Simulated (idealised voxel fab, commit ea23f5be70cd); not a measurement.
process module | voxel spacer lines
cross-section cut | 295 nm wide | cells 5 nm
A cross-section is a grid of square cells, given in bands from the top down. A band is one or more rows of cells.
Each band's line starts with the height of the band's top and of its bottom, in nm. Then come its materials from left to right, each with its width in nm. One material with "throughout" fills the band from edge to edge. "air" is empty space.
Height 0 is the level under which the wafer as received is all one material. The lowest band goes on downwards, as in "0 down".
A width such as "30 to 40" changes by the same amount from each row of cells to the next, from the band's top row to its bottom row.
"no change" after a step means that no cell of the cross-section changed.
closed voids: empty space of 8 cells or more with no open way to the top, each as width x height at its distance from the left edge, in nm
after a step's settings: what the simulator itself notes on the step
overlay nm, on a step with a mask: how far to the right of its planned place the mask lay; to the left if negative
plan
1 op RECEIVE | material Si
2 op CONFORMAL_DEP | material SiO2 | thk nm 5
3 op DIRECTIONAL_DEP | material W | thk nm 15
4 op DIRECTIONAL_DEP | material polySi | thk nm 20
5 op PATTERN | tone cover | mask id MANDREL | material resist | width nm 15 | pitch nm 60 | thk nm 25 | overlay nm 0
6 op DIRECTIONAL_ETCH | etch materials polySi | depth nm 20
7 op STRIP | etch materials resist
8 op CONFORMAL_DEP | material SiN | thk nm 15
9 op DIRECTIONAL_ETCH | etch materials SiN | depth nm 15
10 op STRIP | etch materials polySi
11 op DIRECTIONAL_ETCH | etch materials W | depth nm 15
12 op STRIP | etch materials SiN
as received, after step 1
  0 down: Si throughout
  closed voids: none
a wafer at the end: this start, this plan, one mistake
  15 to 0: air 65 | W 15 | air 15 | W 15 | air 15 | W 15 | air 15 | W 15 | air 15 | W 15 | air 15 | W 15 | air 65
  0 down: Si throughout
  closed voids: none
what went wrong: step 2 was left out
